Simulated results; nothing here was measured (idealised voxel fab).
You're looking at the process module voxel ribs on slabs.
Square cell edge 5 nm, section width 235 nm, ID cut.
If you're reading a cross-section in this doc, picture square cells in a grid; it comes to you as bands, top ones listed first down to the bottom, and a band can be one or more rows of cells.
This entry defines a band. It first specifies the height of the band's top and the height of its bottom in nm, and then specifies the band's materials from left to right, stating each material with its width in nm. The word "full width" identifies a single material that fills the band from edge to edge, while the word "blank" identifies empty space.
Note: height 0 marks the level under which the wafer is uniformly one material as received. Lowest band unbounded below, written "0 nm and below".
So if you see something like "30..40" for the width, read it as the top row of the band sitting at the first number and the bottom row at the second, with every row in between moving by the same amount as the last.
Where the words "stayed the same" appear for a step, the cross-section shows no cell changed by that step; every cell remained as before.
Under "Enclosed void inventory" you'll find the enclosed gaps, the ones with no way out to the top, that are 8 cells or bigger; each reads width x height at distance, with distance counted from the left edge, everything in nm.
Read whatever lies past the settings on a step's line as the simulator's own remark about the step.
Steps that use a mask can have "overlay nm" on their line. It says how far the mask sat to the right of where it was meant to be. Negative means to the left.

### Here's what the planned process steps look like
1. op RECEIVE | material Si
2. op DIRECTIONAL_DEP | material SiO2 | thk nm 25
3. op DIRECTIONAL_DEP | material polySi | thk nm 25
4. op DIRECTIONAL_DEP | material aC | thk nm 15
5. op PATTERN | tone cover | mask id RIB | material resist | width nm 30 | thk nm 35 | overlay nm 0
6. op DIRECTIONAL_ETCH | etch materials aC | depth nm 15
7. op STRIP | etch materials resist
8. op DIRECTIONAL_ETCH | etch materials polySi | depth nm 5
9. op STRIP | etch materials aC
10. op PATTERN | tone cover | mask id SLAB | material resist | width nm 90 | thk nm 20 | overlay nm 0
11. op DIRECTIONAL_ETCH | etch materials polySi | depth nm 20
12. op STRIP | etch materials resist
13. op FILL_DEP | material SiO2 | thk nm 30
14. op CMP | height nm 70
15. op DIRECTIONAL_DEP | material W | thk nm 10
16. op DIRECTIONAL_DEP | material aC | thk nm 10
17. op PATTERN | tone cover | mask id HEATER | material resist | width nm 40 | thk nm 25 | overlay nm 0
18. op DIRECTIONAL_ETCH | etch materials aC | depth nm 10
19. op STRIP | etch materials resist
20. op DIRECTIONAL_ETCH | etch materials W | depth nm 10
21. op STRIP | etch materials aC
22. op CONFORMAL_DEP | material SiO2 | thk nm 5

### Wafer at receipt (post step 1), cross-section
  0 nm and below: Si full width
  Enclosed void inventory: none

### Module complete, cross-section. Starting point and plan per above. One mistake made in running the module
  80 nm to 70 nm: blank: 95, then W: 40, then blank: 100
  70 nm to 50 nm: SiO2 full width
  50 nm to 45 nm: SiO2: 100, then polySi: 30, then SiO2: 105
  45 nm to 25 nm: SiO2: 70, then polySi: 90, then SiO2: 75
  25 nm to 0 nm: SiO2 full width
  0 nm and below: Si full width
  Enclosed void inventory: none
What broke from the plan during processing? plan step 22 never ran because it was skipped
